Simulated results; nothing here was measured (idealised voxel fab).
process module | voxel gate over fins
cross-section cut | 295 nm wide | cells 5 nm
A cross-section is a grid of square cells, given in bands from the top down. A band is one or more rows of cells.
Each band's line starts with the height of the band's top and of its bottom, in nm. Then come its materials from left to right, each with its width in nm. One material with "throughout" fills the band from edge to edge. "air" is empty space.
Height 0 is the level under which the wafer as received is all one material. The lowest band goes on downwards, as in "0 down".
A width such as "30 to 40" changes by the same amount from each row of cells to the next, from the band's top row to its bottom row.
"no change" after a step means that no cell of the cross-section changed.
closed voids: empty space of 8 cells or more with no open way to the top, each as width x height at its distance from the left edge, in nm
after a step's settings: what the simulator itself notes on the step
overlay nm, on a step with a mask: how far to the right of its planned place the mask lay; to the left if negative
plan
1 op RECEIVE | material Si
2 op CONFORMAL_DEP | material SiN | thk nm 10
3 op MASKED_ETCH | tone cover | mask id FINS | width nm 15 | pitch nm 55 | etch materials SiN | depth nm 10 | overlay nm 0
4 op MASKED_ETCH | tone cover | mask id FINS | width nm 15 | pitch nm 55 | etch materials Si | depth nm 35 | overlay nm 0
5 op FILL_DEP | material SiO2 | thk nm 10
6 op CMP | height nm 10
7 op PATTERN | tone open | mask id RAIL | material resist | width nm 15 | thk nm 15 | overlay nm 0
8 op DIRECTIONAL_ETCH | etch materials SiO2 | depth nm 40
9 op STRIP | etch materials resist
10 op CONFORMAL_DEP | material TiN | thk nm 5
11 op FILL_DEP | material Ru | thk nm 5
12 op CMP | height nm 10
13 op SELECTIVE_ETCH | etch materials W Ru TiN | depth nm 30
14 op FILL_DEP | material SiO2 | thk nm 5
15 op CMP | height nm 10
16 op SELECTIVE_ETCH | etch materials SiO2 | depth nm 25
17 op STRIP | etch materials SiN
18 op CONFORMAL_DEP | material HfO2 | thk nm 5
19 op CONFORMAL_DEP | material TiN | thk nm 5
20 op FILL_DEP | material W | thk nm 10
21 op CMP | height nm 15
22 op CONFORMAL_DEP | material SiCN | thk nm 10
varied across the wafers: width nm of step 7. The plan shows the first wafer's value. All wafers start alike
first wafer as received, after step 1
  0 down: Si throughout
  closed voids: none
first wafer at the end, after step 22
  25 to 15: SiCN throughout
  15 to 10: W throughout
  10 to 5: W 100 | TiN 35 | W 20 | TiN 35 | W 105
  5 to 0: W 100 | TiN 5 | HfO2 25 | TiN 5 | W 20 | TiN 5 | HfO2 25 | TiN 5 | W 105
  0 to -5: W 100 | TiN 5 | HfO2 5 | Si 15 | HfO2 5 | TiN 5 | W 20 | TiN 5 | HfO2 5 | Si 15 | HfO2 5 | TiN 5 | W 105
  -5 to -10: TiN 105 | HfO2 5 | Si 15 | HfO2 5 | TiN 30 | HfO2 5 | Si 15 | HfO2 5 | TiN 110
  -10 to -15: HfO2 110 | Si 15 | HfO2 40 | Si 15 | HfO2 115
  -15 to -20: SiO2 110 | Si 15 | SiO2 40 | Si 15 | SiO2 115
  -20 to -25: SiO2 110 | Si 15 | SiO2 10 | TiN 5 | Ru 5 | TiN 5 | SiO2 15 | Si 15 | SiO2 115
  -25 to -30: SiO2 110 | Si 15 | SiO2 10 | TiN 15 | SiO2 15 | Si 15 | SiO2 115
  -30 to -35: SiO2 110 | Si 15 | SiO2 40 | Si 15 | SiO2 115
  -35 down: Si throughout
  closed voids: none
last wafer at the end
  25 to 15: SiCN throughout
  15 to 10: W throughout
  10 to 5: W 100 | TiN 35 | W 20 | TiN 35 | W 105
  5 to 0: W 100 | TiN 5 | HfO2 25 | TiN 5 | W 20 | TiN 5 | HfO2 25 | TiN 5 | W 105
  0 to -5: W 100 | TiN 5 | HfO2 5 | Si 15 | HfO2 5 | TiN 5 | W 20 | TiN 5 | HfO2 5 | Si 15 | HfO2 5 | TiN 5 | W 105
  -5 to -10: TiN 105 | HfO2 5 | Si 15 | HfO2 5 | TiN 30 | HfO2 5 | Si 15 | HfO2 5 | TiN 110
  -10 to -15: HfO2 110 | Si 15 | HfO2 40 | Si 15 | HfO2 115
  -15 to -20: SiO2 110 | Si 15 | SiO2 40 | Si 15 | SiO2 115
  -20 to -25: SiO2 110 | Si 15 | SiO2 5 | TiN 5 | Ru 20 | TiN 5 | SiO2 5 | Si 15 | SiO2 115
  -25 to -30: SiO2 110 | Si 15 | SiO2 5 | TiN 30 | SiO2 5 | Si 15 | SiO2 115
  -30 to -35: SiO2 110 | Si 15 | SiO2 40 | Si 15 | SiO2 115
  -35 down: Si throughout
  closed voids: none
each wafer at the end: cells of each material gained (+) or lost (-) since it was received, then its closed voids
width nm 15 | +71 HfO2 | +1 Ru | -371 Si | +118 SiCN | +206 SiO2 | +76 TiN | +194 W | closed voids: none
width nm 20 | +71 HfO2 | +2 Ru | -371 Si | +118 SiCN | +204 SiO2 | +77 TiN | +194 W | closed voids: none
width nm 25 | +71 HfO2 | +3 Ru | -371 Si | +118 SiCN | +202 SiO2 | +78 TiN | +194 W | closed voids: none
width nm 30 | +71 HfO2 | +4 Ru | -371 Si | +118 SiCN | +200 SiO2 | +79 TiN | +194 W | closed voids: none
